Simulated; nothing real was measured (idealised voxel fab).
process module | voxel gate over fins
cross-section cut | 235 nm wide | cells 5 nm
A cross-section is a grid of square cells, given in bands from the top down. A band is one or more rows of cells.
Each band's line starts with the height of the band's top and of its bottom, in nm. Then come its materials from left to right, each with its width in nm. One material with "throughout" fills the band from edge to edge. "air" is empty space.
Height 0 is the level under which the wafer as received is all one material. The lowest band goes on downwards, as in "0 down".
A width such as "30 to 40" changes by the same amount from each row of cells to the next, from the band's top row to its bottom row.
"no change" after a step means that no cell of the cross-section changed.
closed voids: empty space of 8 cells or more with no open way to the top, each as width x height at its distance from the left edge, in nm
after a step's settings: what the simulator itself notes on the step
overlay nm, on a step with a mask: how far to the right of its planned place the mask lay; to the left if negative
plan
1 op RECEIVE | material Si
2 op CONFORMAL_DEP | material SiN | thk nm 5
3 op MASKED_ETCH | tone cover | mask id FINS | width nm 15 | pitch nm 55 | etch materials SiN | depth nm 5 | overlay nm 0
4 op MASKED_ETCH | tone cover | mask id FINS | width nm 15 | pitch nm 55 | etch materials Si | depth nm 40 | overlay nm 0
5 op OXIDIZE | depth nm 5
6 op FILL_DEP | material SiO2 | thk nm 10
7 op CMP | height nm 5
8 op PATTERN | tone open | mask id RAIL | material resist | width nm 15 | thk nm 20 | overlay nm 0
9 op DIRECTIONAL_ETCH | etch materials SiO2 | depth nm 40
10 op STRIP | etch materials resist
11 op CONFORMAL_DEP | material TiN | thk nm 5
12 op FILL_DEP | material Ru | thk nm 5
13 op CMP | height nm 5
14 op SELECTIVE_ETCH | etch materials W Ru TiN | depth nm 25
15 op FILL_DEP | material SiO2 | thk nm 5
16 op CMP | height nm 5
17 op SELECTIVE_ETCH | etch materials SiO2 | depth nm 15
18 op STRIP | etch materials SiN
19 op CONFORMAL_DEP | material HfO2 | thk nm 5
20 op CONFORMAL_DEP | material TiN | thk nm 5
21 op CONFORMAL_DEP | material TiAl | thk nm 5
22 op CONFORMAL_DEP | material TiN | thk nm 5
23 op FILL_DEP | material W | thk nm 15
24 op CMP | height nm 30
25 op CONFORMAL_DEP | material SiN | thk nm 5
as received, after step 1
  0 down: Si throughout
  closed voids: none
a wafer at the end: this start, this plan, one mistake
  35 to 30: SiN throughout
  30 to 20: W throughout
  20 to 15: W 65 | TiN 45 | W 10 | TiN 45 | W 70
  15 to 10: W 65 | TiN 5 | TiAl 35 | TiN 5 | W 10 | TiN 5 | TiAl 35 | TiN 5 | W 70
  10 to 5: TiN 70 | TiAl 5 | TiN 25 | TiAl 5 | TiN 20 | TiAl 5 | TiN 25 | TiAl 5 | TiN 75
  5 to 0: TiAl 75 | TiN 5 | HfO2 15 | TiN 5 | TiAl 30 | TiN 5 | HfO2 15 | TiN 5 | TiAl 80
  0 to -5: TiN 80 | HfO2 5 | Si 5 | HfO2 5 | TiN 40 | HfO2 5 | Si 5 | HfO2 5 | TiN 85
  -5 to -10: HfO2 85 | Si 5 | HfO2 50 | Si 5 | HfO2 90
  -10 to -20: SiO2 85 | Si 5 | SiO2 50 | Si 5 | SiO2 90
  -20 to -30: SiO2 85 | Si 5 | SiO2 15 | TiN 5 | Ru 10 | TiN 5 | SiO2 15 | Si 5 | SiO2 90
  -30 to -35: SiO2 85 | Si 5 | SiO2 15 | TiN 20 | SiO2 15 | Si 5 | SiO2 90
  -35 to -45: SiO2 85 | Si 5 | SiO2 50 | Si 5 | SiO2 90
  -45 down: Si throughout
  closed voids: none
what went wrong: step 8 ran as: op PATTERN | tone open | mask id RAIL | material resist | width nm 20 | thk nm 20 | overlay nm 0
